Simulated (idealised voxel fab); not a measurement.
Name of the process module below: voxel fin reveal
Shown is cross-section cut, with a width of 270 nm and square cells of size 5 nm.
A cross-section in this document is a grid of square cells, and it is written down as bands, the top band listed before the ones below it; a band is made up of one or more rows of cells.
The band entry comprises the height of the band's top followed by the height of its bottom, expressed in nm, and subsequently the band's materials from left to right, each stated together with its width in nm. Where a single material is marked with the word "everywhere", that material fills the band from edge to edge. The word "blank" represents empty space.
Zero point of the height axis is 0; under it, received wafer = one material. Lowest band: continues down indefinitely, "0..down".
The width entry "30 to 40" should be interpreted row by row: the top row of cells in the band takes the first number, the bottom row takes the second number, and the change between adjacent rows is uniform throughout.
The designation "nothing got changed", where it is given for a processing step, indicates that no cell of the cross-section was altered in the course of that step.
Empty spaces without an open route to the top, at least 8 cells in extent, make up the entry "Closed cavity list"; each is given as width x height at distance, where the distance is measured from the left edge, and all are in nm.
Formally, on a step line, whatever follows the settings is a remark that the simulator itself makes on the step.
For masked steps, "overlay nm" on the step line gives how far right of plan the mask actually lay; a minus sign means it lay to the left.

**List of planned process steps**
1. RECEIVE with material Si
2. CONFORMAL_DEP with material SiN, thk nm 5
3. PATTERN with tone cover, mask id FINS, material resist, width nm 15, pitch nm 40, thk nm 15, overlay nm 0
4. DIRECTIONAL_ETCH with etch materials SiN, depth nm 5
5. DIRECTIONAL_ETCH with etch materials Si, depth nm 40
6. STRIP with etch materials resist
7. OXIDIZE with depth nm 5
8. FILL_DEP with material SiO2, thk nm 10
9. CMP with height nm 5
10. SELECTIVE_ETCH with etch materials SiO2, depth nm 30
11. STRIP with etch materials SiN

**So this is the incoming wafer in cross-section - it's already been through step 1**
- 0..down: Si everywhere
- Closed cavity list: none

**Run as planned - first of the two wafers cross-sectioned at the end of the module**
- 0..-25: 70 nm blank  5 nm Si  35 nm blank  5 nm Si  35 nm blank  5 nm Si  35 nm blank  5 nm Si  75 nm blank
- -25..-45: 70 nm SiO2  5 nm Si  35 nm SiO2  5 nm Si  35 nm SiO2  5 nm Si  35 nm SiO2  5 nm Si  75 nm SiO2
- -45..down: Si everywhere
- Closed cavity list: none

**Second of two wafers, module complete, sectioned: it shares the first wafer's start and plan but was run with one mistake**
- 0..-25: 70 nm blank  5 nm Si  35 nm blank  5 nm Si  35 nm blank  5 nm Si  35 nm blank  5 nm Si  75 nm blank
- -25..-55: 70 nm SiO2  5 nm Si  35 nm SiO2  5 nm Si  35 nm SiO2  5 nm Si  35 nm SiO2  5 nm Si  75 nm SiO2
- -55..down: Si everywhere
- Closed cavity list: none
Short version of what went wrong: step 5: run off-plan, actual operation and settings DIRECTIONAL_ETCH with etch materials Si, depth nm 50
Once processing is complete, comparing cell counts shows that the second wafer has more or fewer of certain materials than the first: 100 fewer of Si, 100 more of SiO2
